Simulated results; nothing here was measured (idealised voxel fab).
Name of the process module below: voxel lift off
This is section cut - it's 180 nm across, gridded in 5 nm square cells.
Throughout this document, each cross-section is represented as a grid of square cells and is presented as a sequence of bands enumerated from the top downward, where a band comprises one or more rows of cells.
Quick guide to a band line: top height, bottom height (nm) up front; then every material left to right with its width in nm. Only one material and it's marked "edge to edge"? Then it fills the band edge to edge. And "air" just means empty space.
We count height from 0. Below that, the starting wafer is all one material. The lowest band never ends at the bottom but goes on down; see "z 0 and below" for how that is written.
Graded width ("30..40"): value in top row of band = first number; value in bottom row = second number; row-to-row change constant.
When a step is marked "all unchanged", none of the cells in the cross-section changed during that step.
Under "Sealed-off cavities" you'll find the enclosed gaps, the ones with no way out to the top, that are 8 cells or bigger; each reads width x height at distance, with distance counted from the left edge, everything in nm.
What comes after the settings on a step's line is commentary from the simulator itself on that step.
Among the settings permitted on a step's line is "overlay nm"; applied to a step with a mask, it specifies the extent to which the mask lay to the right of its planned position, whereas a negative figure signifies a position to the left.

Planned step list for the process
1,RECEIVE [material Si]
2,CONFORMAL_DEP [material Al2O3] [thk nm 15]
3,PATTERN [tone open] [mask id LINES] [material resist] [width nm 25] [pitch nm 50] [thk nm 25] [overlay nm 0]
4,DIRECTIONAL_DEP [material Ru] [thk nm 10]
5,STRIP [etch materials resist]
6,CONFORMAL_DEP [material SiN] [thk nm 5]

Run as planned: first of two wafers

This is the cross-section of the wafer as we received it, i.e. after step 1
z 0 and below: Si edge to edge
Sealed-off cavities: none

Once step 2 is through, the wafer looks like this in cross-section
z 15 to 0: Al2O3 edge to edge
Heights below 0 show no change.

Once step 3 is through, the wafer looks like this in cross-section
z 40 to 15: resist 50 nm  air 25 nm  resist 25 nm  air 25 nm  resist 55 nm
Heights below 15 show no change.

Once step 4 is through, the wafer looks like this in cross-section
z 50 to 40: Ru 50 nm  air 25 nm  Ru 25 nm  air 25 nm  Ru 55 nm
z 40 to 25: resist 50 nm  air 25 nm  resist 25 nm  air 25 nm  resist 55 nm
z 25 to 15: resist 50 nm  Ru 25 nm  resist 25 nm  Ru 25 nm  resist 55 nm
Heights below 15 show no change.

Once step 5 is through, the wafer looks like this in cross-section
z 25 to 15: air 50 nm  Ru 25 nm  air 25 nm  Ru 25 nm  air 55 nm
Heights below 15 show no change.

Once step 6 is through, the wafer looks like this in cross-section
z 30 to 25: air 45 nm  SiN 35 nm  air 15 nm  SiN 35 nm  air 50 nm
z 25 to 20: air 45 nm  SiN 5 nm  Ru 25 nm  SiN 5 nm  air 15 nm  SiN 5 nm  Ru 25 nm  SiN 5 nm  air 50 nm
z 20 to 15: SiN 50 nm  Ru 25 nm  SiN 25 nm  Ru 25 nm  SiN 55 nm
Heights below 15 show no change.

second wafer: like start, like plan, one mistake. Through step 2 it matches the first wafer

Second wafer shown in cross-section at the time step 3 was slated to end
z 40 to 15: air 50 nm  resist 25 nm  air 25 nm  resist 25 nm  air 55 nm
Heights below 15 show no change.

Second wafer shown in cross-section at the time step 4 was slated to end
z 50 to 40: air 50 nm  Ru 25 nm  air 25 nm  Ru 25 nm  air 55 nm
z 40 to 25: air 50 nm  resist 25 nm  air 25 nm  resist 25 nm  air 55 nm
z 25 to 15: Ru 50 nm  resist 25 nm  Ru 25 nm  resist 25 nm  Ru 55 nm
Heights below 15 show no change.

Second wafer shown in cross-section at the time step 5 was slated to end
z 25 to 15: Ru 50 nm  air 25 nm  Ru 25 nm  air 25 nm  Ru 55 nm
Heights below 15 show no change.

Second wafer shown in cross-section at the time step 6 was slated to end
z 30 to 25: SiN 55 nm  air 15 nm  SiN 35 nm  air 15 nm  SiN 60 nm
z 25 to 20: Ru 50 nm  SiN 5 nm  air 15 nm  SiN 5 nm  Ru 25 nm  SiN 5 nm  air 15 nm  SiN 5 nm  Ru 55 nm
z 20 to 15: Ru 50 nm  SiN 25 nm  Ru 25 nm  SiN 25 nm  Ru 55 nm
Heights below 15 show no change.
The mistake made against the process plan was this: step 3 did not happen as planned, as run it was PATTERN [tone cover] [mask id LINES] [material resist] [width nm 25] [pitch nm 50] [thk nm 25] [overlay nm 0]
Counted in cells at the end, the second wafer holds more or fewer of these materials than the first: Ru: 32 more
